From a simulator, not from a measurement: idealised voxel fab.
Name of the process module below: voxel capacitor over wiring
For reference, the cross-section in this document is cut, with width 285 nm and square cells of 5 nm.
Cross-section, as written here: a square-cell grid given band by band from the top down, where a band holds one or more rows of cells.
Top, bottom (nm), then materials left to right with widths (nm); lone material tagged "edge to edge" fills the whole band edge to edge; "empty" = empty space.
Below 0: as-received wafer, all one material; heights counted from there. Lowest band: no bottom, goes on down, written "0 and below".
Quick explanation for "30 to 40": the width changes in equal steps down the rows of cells, from the first number in the band's top row to the second number in its bottom row.
"stayed the same" after a step means that no cell of the cross-section changed.
The entry "Fully closed voids" lists the empty spaces that cover at least 8 cells and have no open path to the top. Each is written as width x height at distance, where the distance is measured from the left edge and all three values are in nm.
Note: text after step settings on the step line = simulator remark on that step.
Each step line may optionally specify "overlay nm", which for a step with a mask gives the rightward distance between the mask's planned place and where it lay, a negative value indicating the leftward direction.

[Process steps - plan]
1) RECEIVE [material Si]
2) CONFORMAL_DEP [material SiO2] [thk nm 10]
3) DIRECTIONAL_DEP [material TiN] [thk nm 5]
4) DIRECTIONAL_DEP [material Ru] [thk nm 15]
5) PATTERN [tone cover] [mask id METAL_1] [material resist] [width nm 30] [pitch nm 80] [thk nm 20] [overlay nm 0]
6) DIRECTIONAL_ETCH [etch materials Ru] [depth nm 15]
7) DIRECTIONAL_ETCH [etch materials TiN] [depth nm 5]
8) STRIP [etch materials resist]
9) CONFORMAL_DEP [material SiN] [thk nm 5]
10) FILL_DEP [material lowk] [thk nm 5]
11) CMP [height nm 30]
12) CONFORMAL_DEP [material SiCN] [thk nm 5]
13) DIRECTIONAL_DEP [material SiO2] [thk nm 10]
14) MASKED_ETCH [tone open] [mask id PLUG_1] [width nm 15] [etch materials SiO2] [depth nm 10] [overlay nm 0]
15) MASKED_ETCH [tone open] [mask id PLUG_1] [width nm 15] [etch materials SiCN] [depth nm 5] [overlay nm 0]
16) EPI [material Ru] [thk nm 10]
17) EPI [material Ru] [thk nm 5]
18) DIRECTIONAL_DEP [material TiN] [thk nm 10]
19) DIRECTIONAL_DEP [material Al2O3] [thk nm 5]
20) DIRECTIONAL_DEP [material TiN] [thk nm 10]
21) PATTERN [tone cover] [mask id UPPER_PLATE] [material resist] [width nm 55] [thk nm 20] [overlay nm 0]
22) DIRECTIONAL_ETCH [etch materials TiN] [depth nm 10]
23) DIRECTIONAL_ETCH [etch materials Al2O3] [depth nm 5]
24) STRIP [etch materials resist]
25) MASKED_ETCH [tone cover] [mask id LOWER_PLATE] [width nm 65] [etch materials TiN] [depth nm 10] [overlay nm 0]
26) FILL_DEP [material SiO2] [thk nm 15]
27) CMP [height nm 80]
28) DIRECTIONAL_DEP [material aC] [thk nm 10]
29) PATTERN [tone open] [mask id PLUG_2] [material resist] [width nm 15] [thk nm 30] [overlay nm 0]
30) DIRECTIONAL_ETCH [etch materials aC] [depth nm 10]
31) STRIP [etch materials resist]
32) DIRECTIONAL_ETCH [etch materials SiO2] [depth nm 10]
33) STRIP [etch materials aC]
34) CONFORMAL_DEP [material TiN] [thk nm 5]
35) FILL_DEP [material Ru] [thk nm 5]
36) CMP [height nm 80]
37) CONFORMAL_DEP [material SiCN] [thk nm 5]

[This is the cross-section of the wafer as we received it, i.e. after step 1]
0 and below = Si edge to edge
Fully closed voids: none

[First wafer of two, sectioned at end of module; run went per plan]
85 down to 80 = SiCN edge to edge
80 down to 75 = SiO2 110 | TiN 5 | Ru 5 | TiN 5 | SiO2 160
75 down to 70 = SiO2 110 | TiN 15 | SiO2 160
70 down to 60 = SiO2 100 | TiN 55 | SiO2 130
60 down to 55 = SiO2 100 | Al2O3 55 | SiO2 130
55 down to 45 = SiO2 95 | TiN 65 | SiO2 125
45 down to 35 = SiO2 100 | Ru 15 | SiO2 170
35 down to 30 = SiCN 100 | Ru 15 | SiCN 170
30 down to 15 = lowk 80 | SiN 5 | Ru 30 | SiN 5 | lowk 40 | SiN 5 | Ru 30 | SiN 5 | lowk 85
15 down to 10 = SiN 85 | TiN 30 | SiN 50 | TiN 30 | SiN 90
10 down to 0 = SiO2 edge to edge
0 and below = Si edge to edge
Fully closed voids: none

[Second of two wafers, module complete, sectioned: it shares the first wafer's start and plan but was run with one mistake]
85 down to 80 = SiCN edge to edge
80 down to 75 = SiO2 110 | TiN 5 | Ru 5 | TiN 5 | SiO2 160
75 down to 70 = SiO2 110 | TiN 15 | SiO2 160
70 down to 60 = SiO2 100 | TiN 55 | SiO2 130
60 down to 55 = SiO2 100 | Al2O3 55 | SiO2 130
55 down to 45 = SiO2 95 | TiN 65 | SiO2 125
45 down to 35 = SiO2 100 | Ru 20 | SiO2 165
35 down to 30 = SiCN 100 | Ru 15 | SiCN 170
30 down to 15 = lowk 80 | SiN 5 | Ru 30 | SiN 5 | lowk 40 | SiN 5 | Ru 30 | SiN 5 | lowk 85
15 down to 10 = SiN 85 | TiN 30 | SiN 50 | TiN 30 | SiN 90
10 down to 0 = SiO2 edge to edge
0 and below = Si edge to edge
Fully closed voids: none
Which mistake was made when the wafer was run? note that step 14 departed from the planned setting and was carried out as MASKED_ETCH [tone open] [mask id PLUG_1] [width nm 20] [etch materials SiO2] [depth nm 10] [overlay nm 0]
It is noted that, at the conclusion of processing, the second wafer exhibits a higher or lower cell count for certain materials relative to the first: +2 Ru, -2 SiO2
